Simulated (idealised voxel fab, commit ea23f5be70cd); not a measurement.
process module | voxel capacitor over wiring
cross-section cut | 300 nm wide | cells 5 nm
A cross-section is a grid of square cells, given in bands from the top down. A band is one or more rows of cells.
Each band's line starts with the height of the band's top and of its bottom, in nm. Then come its materials from left to right, each with its width in nm. One material with "throughout" fills the band from edge to edge. "air" is empty space.
Height 0 is the level under which the wafer as received is all one material. The lowest band goes on downwards, as in "0 down".
A width such as "30 to 40" changes by the same amount from each row of cells to the next, from the band's top row to its bottom row.
"no change" after a step means that no cell of the cross-section changed.
closed voids: empty space of 8 cells or more with no open way to the top, each as width x height at its distance from the left edge, in nm
after a step's settings: what the simulator itself notes on the step
overlay nm, on a step with a mask: how far to the right of its planned place the mask lay; to the left if negative
plan
1 op RECEIVE | material Si
2 op CONFORMAL_DEP | material SiO2 | thk nm 15
3 op DIRECTIONAL_DEP | material TiN | thk nm 5
4 op DIRECTIONAL_DEP | material Ru | thk nm 15
5 op DIRECTIONAL_DEP | material aC | thk nm 10
6 op PATTERN | tone cover | mask id METAL_1 | material resist | width nm 25 | pitch nm 80 | thk nm 25 | overlay nm 0
7 op DIRECTIONAL_ETCH | etch materials aC | depth nm 10
8 op STRIP | etch materials resist
9 op DIRECTIONAL_ETCH | etch materials Ru | depth nm 15
10 op DIRECTIONAL_ETCH | etch materials TiN | depth nm 5
11 op STRIP | etch materials aC
12 op FILL_DEP | material SiO2 | thk nm 10
13 op CMP | height nm 35
14 op CONFORMAL_DEP | material SiCN | thk nm 5
15 op DIRECTIONAL_DEP | material SiO2 | thk nm 20
16 op MASKED_ETCH | tone open | mask id PLUG_1 | width nm 15 | etch materials SiO2 | depth nm 20 | overlay nm 0
17 op MASKED_ETCH | tone open | mask id PLUG_1 | width nm 15 | etch materials SiCN | depth nm 5 | overlay nm 0
18 op CONFORMAL_DEP | material TiN | thk nm 5
19 op FILL_DEP | material Ru | thk nm 5
20 op CMP | height nm 60
21 op DIRECTIONAL_DEP | material TiN | thk nm 10
22 op DIRECTIONAL_DEP | material Al2O3 | thk nm 5
23 op DIRECTIONAL_DEP | material TiN | thk nm 5
24 op MASKED_ETCH | tone cover | mask id UPPER_PLATE | width nm 60 | etch materials TiN | depth nm 5 | overlay nm 0
25 op MASKED_ETCH | tone cover | mask id UPPER_PLATE | width nm 60 | etch materials Al2O3 | depth nm 5 | overlay nm 0
26 op MASKED_ETCH | tone cover | mask id LOWER_PLATE | width nm 70 | etch materials TiN | depth nm 10 | overlay nm 0
27 op FILL_DEP | material SiO2 | thk nm 15
28 op CMP | height nm 90
29 op DIRECTIONAL_DEP | material aC | thk nm 15
30 op PATTERN | tone open | mask id PLUG_2 | material resist | width nm 15 | thk nm 35 | overlay nm 0
31 op DIRECTIONAL_ETCH | etch materials aC | depth nm 15
32 op STRIP | etch materials resist
33 op DIRECTIONAL_ETCH | etch materials SiO2 | depth nm 10
34 op STRIP | etch materials aC
35 op CONFORMAL_DEP | material TiN | thk nm 5
36 op FILL_DEP | material Ru | thk nm 5
37 op CMP | height nm 90
38 op CONFORMAL_DEP | material SiN | thk nm 5
as received, after step 1
  0 down: Si throughout
  closed voids: none
first wafer at the end, as planned
  95 to 90: SiN throughout
  90 to 85: SiO2 115 | TiN 5 | Ru 5 | TiN 5 | SiO2 170
  85 to 75: SiO2 115 to 105 | TiN 15 to 60 | SiO2 170 to 135
  75 to 70: SiO2 105 | Al2O3 60 | SiO2 135
  70 to 60: SiO2 100 | TiN 70 | SiO2 130
  60 to 40: SiO2 105 | TiN 5 | Ru 5 | TiN 5 | SiO2 180
  40 to 35: SiCN 105 | TiN 15 | SiCN 180
  35 to 20: SiO2 95 | Ru 25 | SiO2 55 | Ru 25 | SiO2 100
  20 to 15: SiO2 95 | TiN 25 | SiO2 55 | TiN 25 | SiO2 100
  15 to 0: SiO2 throughout
  0 down: Si throughout
  closed voids: none
second wafer at the end: like start, like plan, one mistake
  95 to 90: SiN throughout
  90 to 85: SiO2 115 | TiN 5 | Ru 5 | TiN 5 | SiO2 170
  85 to 75: SiO2 115 to 105 | TiN 15 to 60 | SiO2 170 to 135
  75 to 70: SiO2 105 | Al2O3 60 | SiO2 135
  70 to 60: SiO2 100 | TiN 70 | SiO2 130
  60 to 40: SiO2 105 | TiN 5 | Ru 5 | TiN 5 | SiO2 180
  40 to 35: SiCN 105 | TiN 15 | SiCN 180
  35 to 20: Ru 95 | SiO2 25 | Ru 55 | SiO2 25 | Ru 100
  20 to 15: TiN 95 | SiO2 25 | TiN 55 | SiO2 25 | TiN 100
  15 to 0: SiO2 throughout
  0 down: Si throughout
  closed voids: none
what went wrong: step 6 ran as: op PATTERN | tone open | mask id METAL_1 | material resist | width nm 25 | pitch nm 80 | thk nm 25 | overlay nm 0
at the end the second wafer has, in cells: 120 more of Ru | 160 fewer of SiO2 | 40 more of TiN
